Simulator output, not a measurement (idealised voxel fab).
process module | voxel self aligned contacts
cross-section cut | 180 nm wide | cells 5 nm
A cross-section is a grid of square cells, given in bands from the top down. A band is one or more rows of cells.
Each band's line starts with the height of the band's top and of its bottom, in nm. Then come its materials from left to right, each with its width in nm. One material with "throughout" fills the band from edge to edge. "air" is empty space.
Height 0 is the level under which the wafer as received is all one material. The lowest band goes on downwards, as in "0 down".
A width such as "30 to 40" changes by the same amount from each row of cells to the next, from the band's top row to its bottom row.
"no change" after a step means that no cell of the cross-section changed.
closed voids: empty space of 8 cells or more with no open way to the top, each as width x height at its distance from the left edge, in nm
after a step's settings: what the simulator itself notes on the step
overlay nm, on a step with a mask: how far to the right of its planned place the mask lay; to the left if negative
plan
1 op RECEIVE | material Si
2 op CONFORMAL_DEP | material SiO2 | thk nm 5
3 op DIRECTIONAL_DEP | material polySi | thk nm 30
4 op DIRECTIONAL_DEP | material SiN | thk nm 20
5 op MASKED_ETCH | tone cover | mask id GATE | width nm 30 | pitch nm 65 | etch materials SiN | depth nm 20 | overlay nm 0
6 op MASKED_ETCH | tone cover | mask id GATE | width nm 30 | pitch nm 65 | etch materials polySi | depth nm 30 | overlay nm 0
7 op CONFORMAL_DEP | material SiN | thk nm 10
8 op DIRECTIONAL_ETCH | etch materials SiN | depth nm 10
9 op FILL_DEP | material SiO2 | thk nm 15
10 op CMP | height nm 65
11 op PATTERN | tone open | mask id CONTACT | material resist | width nm 45 | thk nm 20 | overlay nm 0
12 op DIRECTIONAL_ETCH | etch materials SiO2 | depth nm 65
13 op STRIP | etch materials resist
14 op CONFORMAL_DEP | material TiN | thk nm 5
15 op FILL_DEP | material Ru | thk nm 10
16 op CMP | height nm 65
17 op CONFORMAL_DEP | material SiN | thk nm 5
first wafer, as planned
as received, after step 1
  0 down: Si throughout
  closed voids: none
after step 2
  5 to 0: SiO2 throughout
  below 0: unchanged
after step 3
  35 to 5: polySi throughout
  below 5: unchanged
after step 4
  55 to 35: SiN throughout
  below 35: unchanged
after step 5
  55 to 35: air 40 | SiN 30 | air 35 | SiN 30 | air 45
  below 35: unchanged
after step 6
  55 to 35: air 40 | SiN 30 | air 35 | SiN 30 | air 45
  35 to 5: air 40 | polySi 30 | air 35 | polySi 30 | air 45
  below 5: unchanged
after step 7
  65 to 35: air 30 | SiN 50 | air 15 | SiN 50 | air 35
  35 to 15: air 30 | SiN 10 | polySi 30 | SiN 10 | air 15 | SiN 10 | polySi 30 | SiN 10 | air 35
  15 to 5: SiN 40 | polySi 30 | SiN 35 | polySi 30 | SiN 45
  below 5: unchanged
after step 8
  55 to 35: air 30 | SiN 50 | air 15 | SiN 50 | air 35
  35 to 5: air 30 | SiN 10 | polySi 30 | SiN 10 | air 15 | SiN 10 | polySi 30 | SiN 10 | air 35
  below 5: unchanged
after step 9
  70 to 55: SiO2 throughout
  55 to 35: SiO2 30 | SiN 50 | SiO2 15 | SiN 50 | SiO2 35
  35 to 5: SiO2 30 | SiN 10 | polySi 30 | SiN 10 | SiO2 15 | SiN 10 | polySi 30 | SiN 10 | SiO2 35
  below 5: unchanged
after step 10
  65 to 55: SiO2 throughout
  below 55: unchanged
after step 11
  85 to 65: resist 65 | air 45 | resist 70
  below 65: unchanged
after step 12
  85 to 65: resist 65 | air 45 | resist 70
  65 to 55: SiO2 65 | air 45 | SiO2 70
  55 to 35: SiO2 30 | SiN 50 | air 15 | SiN 50 | SiO2 35
  35 to 5: SiO2 30 | SiN 10 | polySi 30 | SiN 10 | air 15 | SiN 10 | polySi 30 | SiN 10 | SiO2 35
  5 to 0: SiO2 80 | air 15 | SiO2 85
  below 0: unchanged
after step 13
  65 to 55: SiO2 65 | air 45 | SiO2 70
  below 55: unchanged
after step 14
  70 to 65: TiN 70 | air 35 | TiN 75
  65 to 55: SiO2 65 | TiN 5 to 20 | air 35 to 5 | TiN 5 to 20 | SiO2 70
  55 to 35: SiO2 30 | SiN 50 | TiN 5 | air 5 | TiN 5 | SiN 50 | SiO2 35
  35 to 5: SiO2 30 | SiN 10 | polySi 30 | SiN 10 | TiN 5 | air 5 | TiN 5 | SiN 10 | polySi 30 | SiN 10 | SiO2 35
  5 to 0: SiO2 80 | TiN 15 | SiO2 85
  below 0: unchanged
after step 15
  80 to 70: Ru throughout
  70 to 65: TiN 70 | Ru 35 | TiN 75
  65 to 55: SiO2 65 | TiN 5 to 20 | Ru 35 to 5 | TiN 5 to 20 | SiO2 70
  55 to 35: SiO2 30 | SiN 50 | TiN 5 | Ru 5 | TiN 5 | SiN 50 | SiO2 35
  35 to 5: SiO2 30 | SiN 10 | polySi 30 | SiN 10 | TiN 5 | Ru 5 | TiN 5 | SiN 10 | polySi 30 | SiN 10 | SiO2 35
  below 5: unchanged
after step 16
  65 to 55: SiO2 65 | TiN 5 to 20 | Ru 35 to 5 | TiN 5 to 20 | SiO2 70
  below 55: unchanged
after step 17
  70 to 65: SiN throughout
  below 65: unchanged
second wafer: like start, like plan, one mistake. Through step 4 it matches the first wafer
when step 5 should have ended
  55 to 35: air 45 | SiN 20 | air 45 | SiN 20 | air 50
  below 35: unchanged
when step 6 should have ended
  55 to 35: air 45 | SiN 20 | air 45 | SiN 20 | air 50
  35 to 5: air 40 | polySi 30 | air 35 | polySi 30 | air 45
  below 5: unchanged
when step 7 should have ended
  65 to 45: air 35 | SiN 40 | air 25 | SiN 40 | air 40
  45 to 35: air 30 | SiN 50 | air 15 | SiN 50 | air 35
  35 to 15: air 30 | SiN 10 | polySi 30 | SiN 10 | air 15 | SiN 10 | polySi 30 | SiN 10 | air 35
  15 to 5: SiN 40 | polySi 30 | SiN 35 | polySi 30 | SiN 45
  below 5: unchanged
when step 8 should have ended
  55 to 35: air 35 | SiN 40 | air 25 | SiN 40 | air 40
  35 to 5: air 30 | SiN 10 | polySi 30 | SiN 10 | air 15 | SiN 10 | polySi 30 | SiN 10 | air 35
  below 5: unchanged
when step 9 should have ended
  70 to 55: SiO2 throughout
  55 to 35: SiO2 35 | SiN 40 | SiO2 25 | SiN 40 | SiO2 40
  35 to 5: SiO2 30 | SiN 10 | polySi 30 | SiN 10 | SiO2 15 | SiN 10 | polySi 30 | SiN 10 | SiO2 35
  below 5: unchanged
when step 10 should have ended
  65 to 55: SiO2 throughout
  below 55: unchanged
when step 11 should have ended
  85 to 65: resist 65 | air 45 | resist 70
  below 65: unchanged
when step 12 should have ended
  85 to 65: resist 65 | air 45 | resist 70
  65 to 55: SiO2 65 | air 45 | SiO2 70
  55 to 35: SiO2 35 | SiN 40 | air 25 | SiN 40 | SiO2 40
  35 to 5: SiO2 30 | SiN 10 | polySi 30 | SiN 10 | air 15 | SiN 10 | polySi 30 | SiN 10 | SiO2 35
  5 to 0: SiO2 80 | air 15 | SiO2 85
  below 0: unchanged
when step 13 should have ended
  65 to 55: SiO2 65 | air 45 | SiO2 70
  below 55: unchanged
when step 14 should have ended
  70 to 65: TiN 70 | air 35 | TiN 75
  65 to 55: SiO2 65 | TiN 5 to 15 | air 35 to 15 | TiN 5 to 15 | SiO2 70
  55 to 40: SiO2 35 | SiN 40 | TiN 5 | air 15 | TiN 5 | SiN 40 | SiO2 40
  40 to 35: SiO2 35 | SiN 40 | TiN 10 | air 5 | TiN 10 | SiN 40 | SiO2 40
  35 to 5: SiO2 30 | SiN 10 | polySi 30 | SiN 10 | TiN 5 | air 5 | TiN 5 | SiN 10 | polySi 30 | SiN 10 | SiO2 35
  5 to 0: SiO2 80 | TiN 15 | SiO2 85
  below 0: unchanged
when step 15 should have ended
  80 to 70: Ru throughout
  70 to 65: TiN 70 | Ru 35 | TiN 75
  65 to 55: SiO2 65 | TiN 5 to 15 | Ru 35 to 15 | TiN 5 to 15 | SiO2 70
  55 to 40: SiO2 35 | SiN 40 | TiN 5 | Ru 15 | TiN 5 | SiN 40 | SiO2 40
  40 to 35: SiO2 35 | SiN 40 | TiN 10 | Ru 5 | TiN 10 | SiN 40 | SiO2 40
  35 to 5: SiO2 30 | SiN 10 | polySi 30 | SiN 10 | TiN 5 | Ru 5 | TiN 5 | SiN 10 | polySi 30 | SiN 10 | SiO2 35
  below 5: unchanged
when step 16 should have ended
  65 to 55: SiO2 65 | TiN 5 to 15 | Ru 35 to 15 | TiN 5 to 15 | SiO2 70
  below 55: unchanged
when step 17 should have ended
  70 to 65: SiN throughout
  below 65: unchanged
what went wrong: step 5 ran as: op MASKED_ETCH | tone cover | mask id GATE | width nm 20 | pitch nm 65 | etch materials SiN | depth nm 20 | overlay nm 0
at the end the second wafer has, in cells: 8 more of Ru | 16 fewer of SiN | 8 more of SiO2
